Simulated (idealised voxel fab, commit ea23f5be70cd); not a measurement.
This section sets out a process module, namely voxel transistor to metal.
FYI the section here is cut, 285 nm wide, cells are 5 nm squares.
Throughout this document, each cross-section is represented as a grid of square cells and is presented as a sequence of bands enumerated from the top downward, where a band comprises one or more rows of cells.
This entry defines a band. It first specifies the height of the band's top and the height of its bottom in nm, and then specifies the band's materials from left to right, stating each material with its width in nm. The word "full width" identifies a single material that fills the band from edge to edge, while the word "air" identifies empty space.
Counting heights begins at 0, where everything beneath is, in the wafer as received, one material. The lowest band has no bottom; it goes on downwards, as "0 -> down" shows.
Per-row width for "30 to 40": begins at first number (top row of band), ends at second number (bottom row), increment between rows held constant.
Where the words "no change occurred" appear for a step, the cross-section shows no cell changed by that step; every cell remained as before.
"Encapsulated voids": empty spaces of 8 cells or more with no open way to the top, each given as width x height at distance, distance from the left edge, all in nm.
On a step's line, text after the settings is the simulator commenting on that step.
overlay nm: step with mask; distance mask lay right of planned place; negative value = left of planned place.

The following list gives the planned process steps:
1 op RECEIVE | material Si
2 op OXIDIZE | depth nm 5
3 op CONFORMAL_DEP | material SiN | thk nm 15
4 op DIRECTIONAL_DEP | material aC | thk nm 10
5 op PATTERN | tone cover | mask id ACTIVE | material resist | width nm 105 | pitch nm 130 | thk nm 30 | overlay nm 0
6 op DIRECTIONAL_ETCH | etch materials aC | depth nm 10
7 op STRIP | etch materials resist
8 op DIRECTIONAL_ETCH | etch materials SiN | depth nm 15
9 op DIRECTIONAL_ETCH | etch materials SiO2 | depth nm 5
10 op DIRECTIONAL_ETCH | etch materials Si | depth nm 25
11 op STRIP | etch materials aC
12 op FILL_DEP | material SiO2 | thk nm 15
13 op CMP | height nm 15
14 op SELECTIVE_ETCH | etch materials SiO2 | depth nm 5
15 op STRIP | etch materials SiN
16 op SELECTIVE_ETCH | etch materials SiO2 | depth nm 5
17 op OXIDIZE | depth nm 5
18 op DIRECTIONAL_DEP | material polySi | thk nm 30
19 op DIRECTIONAL_DEP | material SiCN | thk nm 15
20 op MASKED_ETCH | tone cover | mask id GATE | width nm 35 | pitch nm 130 | etch materials SiCN | depth nm 25 | overlay nm 0
21 op MASKED_ETCH | tone cover | mask id GATE | width nm 35 | pitch nm 130 | etch materials polySi | depth nm 40 | overlay nm 0
22 op CONFORMAL_DEP | material SiN | thk nm 10
23 op DIRECTIONAL_ETCH | etch materials SiN | depth nm 10
24 op DIRECTIONAL_ETCH | etch materials SiO2 | depth nm 5
25 op DIRECTIONAL_ETCH | etch materials Si | depth nm 15
26 op EPI | material SiGe | thk nm 20
27 op FILL_DEP | material SiO2 | thk nm 10
28 op CMP | height nm 25
29 op STRIP | etch materials polySi
30 op SELECTIVE_ETCH | etch materials SiO2 | depth nm 5
31 op CONFORMAL_DEP | material HfO2 | thk nm 5
32 op CONFORMAL_DEP | material TiN | thk nm 5
33 op FILL_DEP | material W | thk nm 5
34 op CMP | height nm 20
35 op DIRECTIONAL_DEP | material SiO2 | thk nm 10
36 op PATTERN | tone open | mask id CONTACT | material resist | width nm 15 | thk nm 15 | overlay nm 0
37 op DIRECTIONAL_ETCH | etch materials SiO2 | depth nm 20
38 op STRIP | etch materials resist
39 op CONFORMAL_DEP | material TiN | thk nm 5
40 op FILL_DEP | material Ru | thk nm 10
41 op CMP | height nm 30
42 op DIRECTIONAL_DEP | material TiN | thk nm 5
43 op DIRECTIONAL_DEP | material W | thk nm 15
44 op DIRECTIONAL_DEP | material aC | thk nm 15
45 op PATTERN | tone cover | mask id METAL_1 | material resist | width nm 15 | thk nm 30 | overlay nm 0
46 op DIRECTIONAL_ETCH | etch materials aC | depth nm 15
47 op STRIP | etch materials resist
48 op DIRECTIONAL_ETCH | etch materials W | depth nm 15
49 op DIRECTIONAL_ETCH | etch materials TiN | depth nm 5
50 op STRIP | etch materials aC
51 op FILL_DEP | material SiO2 | thk nm 5
52 op CMP | height nm 50
53 op CONFORMAL_DEP | material SiCN | thk nm 5
54 op DIRECTIONAL_DEP | material lowk | thk nm 25
55 op MASKED_ETCH | tone open | mask id METAL_2 | width nm 15 | pitch nm 130 | etch materials lowk | depth nm 15 | overlay nm 0
56 op DIRECTIONAL_DEP | material aC | thk nm 15
57 op PATTERN | tone open | mask id METAL_2_HOLES | material resist | width nm 15 | pitch nm 130 | thk nm 30 | overlay nm 0
58 op DIRECTIONAL_ETCH | etch materials aC | depth nm 15
59 op STRIP | etch materials resist
60 op DIRECTIONAL_ETCH | etch materials lowk | depth nm 10
61 op DIRECTIONAL_ETCH | etch materials SiCN | depth nm 5
62 op STRIP | etch materials aC
63 op CONFORMAL_DEP | material TiN | thk nm 5
64 op FILL_DEP | material Cu | thk nm 5
65 op CMP | height nm 80
66 op CONFORMAL_DEP | material SiCN | thk nm 5

Shown in cross-section is the wafer as received, that is, as it stands after step 1:
  0 -> down | Si full width
  Encapsulated voids: none

Final cross-section, module run with one mistake (start and plan as above):
  85 -> 80 | SiCN full width
  80 -> 55 | 30 lowk  5 TiN  5 Cu  5 TiN  115 lowk  5 TiN  5 Cu  5 TiN  110 lowk
  55 -> 50 | 30 SiCN  15 TiN  115 SiCN  15 TiN  110 SiCN
  50 -> 35 | 30 SiO2  15 W  65 SiO2  15 W  35 SiO2  15 W  65 SiO2  15 W  30 SiO2
  35 -> 30 | 30 SiO2  15 TiN  65 SiO2  15 TiN  35 SiO2  15 TiN  65 SiO2  15 TiN  30 SiO2
  30 -> 20 | 30 SiO2  5 TiN  5 Ru  5 TiN  65 SiO2  5 TiN  5 Ru  5 TiN  35 SiO2  5 TiN  5 Ru  5 TiN  65 SiO2  5 TiN  5 Ru  5 TiN  30 SiO2
  20 -> 15 | 30 SiO2  5 TiN  5 Ru  5 TiN  5 SiO2  10 SiN  5 TiN  25 W  5 TiN  10 SiN  5 SiO2  5 TiN  5 Ru  5 TiN  35 SiO2  5 TiN  5 Ru  5 TiN  5 SiO2  10 SiN  5 TiN  25 W  5 TiN  10 SiN  5 SiO2  5 TiN  5 Ru  5 TiN  30 SiO2
  15 -> 10 | 30 SiO2  15 TiN  5 SiO2  10 SiN  5 TiN  25 W  5 TiN  10 SiN  5 SiO2  15 TiN  35 SiO2  15 TiN  5 SiO2  10 SiN  5 TiN  25 W  5 TiN  10 SiN  5 SiO2  15 TiN  30 SiO2
  10 -> 5 | 25 SiO2  25 SiGe  10 SiN  5 TiN  25 W  5 TiN  10 SiN  25 SiGe  25 SiO2  25 SiGe  10 SiN  5 TiN  25 W  5 TiN  10 SiN  25 SiGe  25 SiO2
  5 -> -5 | 20 SiO2  10 SiN  20 SiGe  10 SiN  5 TiN  25 W  5 TiN  10 SiN  20 SiGe  10 SiN  15 SiO2  10 SiN  20 SiGe  10 SiN  5 TiN  25 W  5 TiN  10 SiN  20 SiGe  10 SiN  20 SiO2
  -5 -> -10 | 30 SiO2  20 SiGe  5 SiO2  45 TiN  5 SiO2  20 SiGe  35 SiO2  20 SiGe  5 SiO2  45 TiN  5 SiO2  20 SiGe  30 SiO2
  -10 -> -25 | 25 SiO2  5 Si  20 SiGe  55 Si  20 SiGe  5 Si  25 SiO2  5 Si  20 SiGe  55 Si  20 SiGe  5 Si  25 SiO2
  -25 -> -30 | 25 SiO2  105 Si  25 SiO2  105 Si  25 SiO2
  -30 -> down | Si full width
  Encapsulated voids: none
The mistake made against the process plan was this: step 31 of the plan did not run at all; it was left out
